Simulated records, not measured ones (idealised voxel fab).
Title: Process Module voxel wiring stack
This is section cut - it's 245 nm across, gridded in 5 nm square cells.
Just so we're on the same page, the cross-sections are grids of square cells, and they're listed out in bands top to bottom, each band one or more rows deep. Within each band entry, the heights of the top and of the bottom of the band appear first, in that order and in nm; the materials of the band then follow from left to right, each with its corresponding width in nm. The designation "full width" on a single material indicates that it fills the band from edge to edge; the designation "blank" indicates empty space. Measure heights from 0. That's the level where, below it, the as-received wafer is all one material. The lowest band is bottomless and extends downward; write it as in "z 0 and below". Width: "30 to 40" (first number = top row, second number = bottom row, same change from row to row of cells). The cross-section has no changed cell in any step marked "remained unchanged". Heads up: "Completely enclosed voids" only lists the empty pockets with no open path to the top that are 8 cells or more, and it writes them as width x height at distance, distance from the left edge, in nm. That trailing text on a step's line, after the settings, is the simulator's own remark on the step. Regarding "overlay nm": on a step with a mask, it is the distance the mask lay to the right of its planned place; a negative value places it to the left.

List of planned process steps:
| 1 | RECEIVE | material Si |
| 2 | CONFORMAL_DEP | material SiO2 | thk nm 10 |
| 3 | CONFORMAL_DEP | material SiN | thk nm 5 |
| 4 | DIRECTIONAL_DEP | material SiO2 | thk nm 20 |
| 5 | DIRECTIONAL_DEP | material aC | thk nm 10 |
| 6 | PATTERN | tone open | mask id METAL_1 | material resist | width nm 30 | pitch nm 55 | thk nm 25 | overlay nm 0 |
| 7 | DIRECTIONAL_ETCH | etch materials aC | depth nm 10 |
| 8 | STRIP | etch materials resist |
| 9 | DIRECTIONAL_ETCH | etch materials SiO2 | depth nm 20 |
| 10 | DIRECTIONAL_ETCH | etch materials SiN | depth nm 5 |
| 11 | STRIP | etch materials aC |
| 12 | CONFORMAL_DEP | material TiN | thk nm 5 |
| 13 | FILL_DEP | material Ru | thk nm 5 |
| 14 | CMP | height nm 35 |
| 15 | CONFORMAL_DEP | material SiCN | thk nm 5 |
| 16 | DIRECTIONAL_DEP | material SiO2 | thk nm 10 |
| 17 | PATTERN | tone open | mask id PLUG_1 | material resist | width nm 15 | pitch nm 55 | thk nm 15 | overlay nm 0 |
| 18 | DIRECTIONAL_ETCH | etch materials SiO2 | depth nm 10 |
| 19 | DIRECTIONAL_ETCH | etch materials SiCN | depth nm 5 |
| 20 | STRIP | etch materials resist |
| 21 | EPI | material Ru | thk nm 10 |
| 22 | EPI | material Ru | thk nm 5 |
| 23 | DIRECTIONAL_DEP | material TiN | thk nm 5 |
| 24 | DIRECTIONAL_DEP | material W | thk nm 25 |
| 25 | MASKED_ETCH | tone cover | mask id METAL_2 | width nm 30 | pitch nm 55 | etch materials W | depth nm 25 | overlay nm 0 |
| 26 | MASKED_ETCH | tone cover | mask id METAL_2 | width nm 20 | pitch nm 55 | etch materials TiN | depth nm 5 | overlay nm 0 |
| 27 | CONFORMAL_DEP | material SiN | thk nm 5 |
| 28 | FILL_DEP | material lowk | thk nm 5 |
| 29 | CMP | height nm 80 |
| 30 | CONFORMAL_DEP | material SiCN | thk nm 5 |
| 31 | DIRECTIONAL_DEP | material SiO2 | thk nm 10 |
| 32 | MASKED_ETCH | tone open | mask id PLUG_2 | width nm 15 | pitch nm 55 | etch materials SiO2 | depth nm 10 | overlay nm 0 |
| 33 | MASKED_ETCH | tone open | mask id PLUG_2 | width nm 15 | pitch nm 55 | etch materials SiCN | depth nm 5 | overlay nm 0 |
| 34 | EPI | material Ru | thk nm 10 |
| 35 | EPI | material Ru | thk nm 5 |
| 36 | CONFORMAL_DEP | material SiCN | thk nm 5 |
| 37 | DIRECTIONAL_DEP | material lowk | thk nm 25 |
| 38 | MASKED_ETCH | tone open | mask id METAL_3 | width nm 30 | pitch nm 55 | etch materials lowk | depth nm 25 | overlay nm 0 |
| 39 | MASKED_ETCH | tone open | mask id METAL_3 | width nm 30 | pitch nm 55 | etch materials SiCN | depth nm 5 | overlay nm 0 |
| 40 | CONFORMAL_DEP | material TiN | thk nm 5 |
| 41 | FILL_DEP | material W | thk nm 10 |
| 42 | CMP | height nm 125 |
| 43 | CONFORMAL_DEP | material SiCN | thk nm 5 |
Keep in mind the plan's value for the width nm of step 26 comes from the first wafer; the wafers don't share that setting, but they do share the same starting point.

Cross-section of the first of several received wafers, showing its state after step 1:
z 0 and below | Si full width
Completely enclosed voids: none

At the end of the module, after its last step, step 43, the first of several wafers appears in cross-section as follows:
z 130 to 125 | SiCN full width
z 125 to 100 | 80 of lowk  5 of TiN  20 of W  5 of TiN  25 of lowk  5 of TiN  20 of W  5 of TiN  80 of lowk
z 100 to 95 | 80 of SiCN  30 of TiN  25 of SiCN  30 of TiN  80 of SiCN
z 95 to 85 | 80 of SiO2  15 of Ru  40 of SiO2  15 of Ru  95 of SiO2
z 85 to 80 | 80 of SiCN  15 of Ru  40 of SiCN  15 of Ru  95 of SiCN
z 80 to 55 | 75 of lowk  5 of SiN  30 of W  5 of SiN  15 of lowk  5 of SiN  30 of W  5 of SiN  75 of lowk
z 55 to 50 | 80 of SiN  30 of TiN  25 of SiN  30 of TiN  80 of SiN
z 50 to 40 | 80 of SiO2  15 of Ru  40 of SiO2  15 of Ru  95 of SiO2
z 40 to 35 | 80 of SiCN  15 of Ru  40 of SiCN  15 of Ru  95 of SiCN
z 35 to 15 | 80 of SiO2  5 of TiN  20 of Ru  5 of TiN  25 of SiO2  5 of TiN  20 of Ru  5 of TiN  80 of SiO2
z 15 to 10 | 80 of SiN  30 of TiN  25 of SiN  30 of TiN  80 of SiN
z 10 to 0 | SiO2 full width
z 0 and below | Si full width
Completely enclosed voids: none

Cross-sectional view, end of module, last wafer of several:
z 130 to 125 | SiCN full width
z 125 to 100 | 80 of lowk  5 of TiN  20 of W  5 of TiN  25 of lowk  5 of TiN  20 of W  5 of TiN  80 of lowk
z 100 to 95 | 80 of SiCN  30 of TiN  25 of SiCN  30 of TiN  80 of SiCN
z 95 to 85 | 80 of SiO2  15 of Ru  40 of SiO2  15 of Ru  95 of SiO2
z 85 to 80 | 80 of SiCN  15 of Ru  40 of SiCN  15 of Ru  95 of SiCN
z 80 to 60 | 75 of lowk  5 of SiN  30 of W  5 of SiN  15 of lowk  5 of SiN  30 of W  5 of SiN  75 of lowk
z 60 to 55 | 70 of lowk  10 of SiN  30 of W  10 of SiN  5 of lowk  10 of SiN  30 of W  10 of SiN  70 of lowk
z 55 to 50 | 75 of SiN  40 of TiN  15 of SiN  40 of TiN  75 of SiN
z 50 to 40 | 80 of SiO2  15 of Ru  40 of SiO2  15 of Ru  95 of SiO2
z 40 to 35 | 80 of SiCN  15 of Ru  40 of SiCN  15 of Ru  95 of SiCN
z 35 to 15 | 80 of SiO2  5 of TiN  20 of Ru  5 of TiN  25 of SiO2  5 of TiN  20 of Ru  5 of TiN  80 of SiO2
z 15 to 10 | 80 of SiN  30 of TiN  25 of SiN  30 of TiN  80 of SiN
z 10 to 0 | SiO2 full width
z 0 and below | Si full width
Completely enclosed voids: none

each wafer at the end: cells of each material gained (+) or lost (-) since it was received, then its closed voids:
width nm 20 | +68 Ru | +172 SiCN | +94 SiN | +418 SiO2 | +72 TiN | +100 W | +350 lowk | Completely enclosed voids: none
width nm 25 | +68 Ru | +172 SiCN | +94 SiN | +418 SiO2 | +72 TiN | +100 W | +350 lowk | Completely enclosed voids: none
width nm 30 | +68 Ru | +172 SiCN | +94 SiN | +418 SiO2 | +72 TiN | +100 W | +350 lowk | Completely enclosed voids: none
width nm 35 | +68 Ru | +172 SiCN | +94 SiN | +418 SiO2 | +74 TiN | +100 W | +348 lowk | Completely enclosed voids: none
width nm 40 | +68 Ru | +172 SiCN | +94 SiN | +418 SiO2 | +76 TiN | +100 W | +346 lowk | Completely enclosed voids: none
